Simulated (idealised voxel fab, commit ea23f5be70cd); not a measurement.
process module | voxel trench capacitor
cross-section cut | 160 nm wide | cells 5 nm
A cross-section is a grid of square cells, given in bands from the top down. A band is one or more rows of cells.
Each band's line starts with the height of the band's top and of its bottom, in nm. Then come its materials from left to right, each with its width in nm. One material with "throughout" fills the band from edge to edge. "air" is empty space.
Height 0 is the level under which the wafer as received is all one material. The lowest band goes on downwards, as in "0 down".
A width such as "30 to 40" changes by the same amount from each row of cells to the next, from the band's top row to its bottom row.
"no change" after a step means that no cell of the cross-section changed.
closed voids: empty space of 8 cells or more with no open way to the top, each as width x height at its distance from the left edge, in nm
after a step's settings: what the simulator itself notes on the step
overlay nm, on a step with a mask: how far to the right of its planned place the mask lay; to the left if negative
plan
1 op RECEIVE | material Si
2 op CONFORMAL_DEP | material SiN | thk nm 10
3 op PATTERN | tone open | mask id TRENCH | material resist | width nm 25 | pitch nm 40 | thk nm 20 | overlay nm 0
4 op DIRECTIONAL_ETCH | etch materials SiN | depth nm 10
5 op DIRECTIONAL_ETCH | etch materials Si | depth nm 25
6 op STRIP | etch materials resist
7 op CONFORMAL_DEP | material Al2O3 | thk nm 5
8 op FILL_DEP | material polySi | thk nm 10
9 op CMP | height nm 10
varied across the wafers: depth nm of step 5. The plan shows the first wafer's value. All wafers start alike
first wafer as received, after step 1
  0 down: Si throughout
  closed voids: none
each wafer at the end: cells of each material gained (+) or lost (-) since it was received, then its closed voids
depth nm 25 | +34 Al2O3 | -50 Si | +44 SiN | +36 polySi | closed voids: none
depth nm 30 | +38 Al2O3 | -60 Si | +44 SiN | +42 polySi | closed voids: none
depth nm 35 | +42 Al2O3 | -70 Si | +44 SiN | +48 polySi | closed voids: none
depth nm 40 | +46 Al2O3 | -80 Si | +44 SiN | +54 polySi | closed voids: none
depth nm 45 | +50 Al2O3 | -90 Si | +44 SiN | +60 polySi | closed voids: none
depth nm 50 | +54 Al2O3 | -100 Si | +44 SiN | +66 polySi | closed voids: none
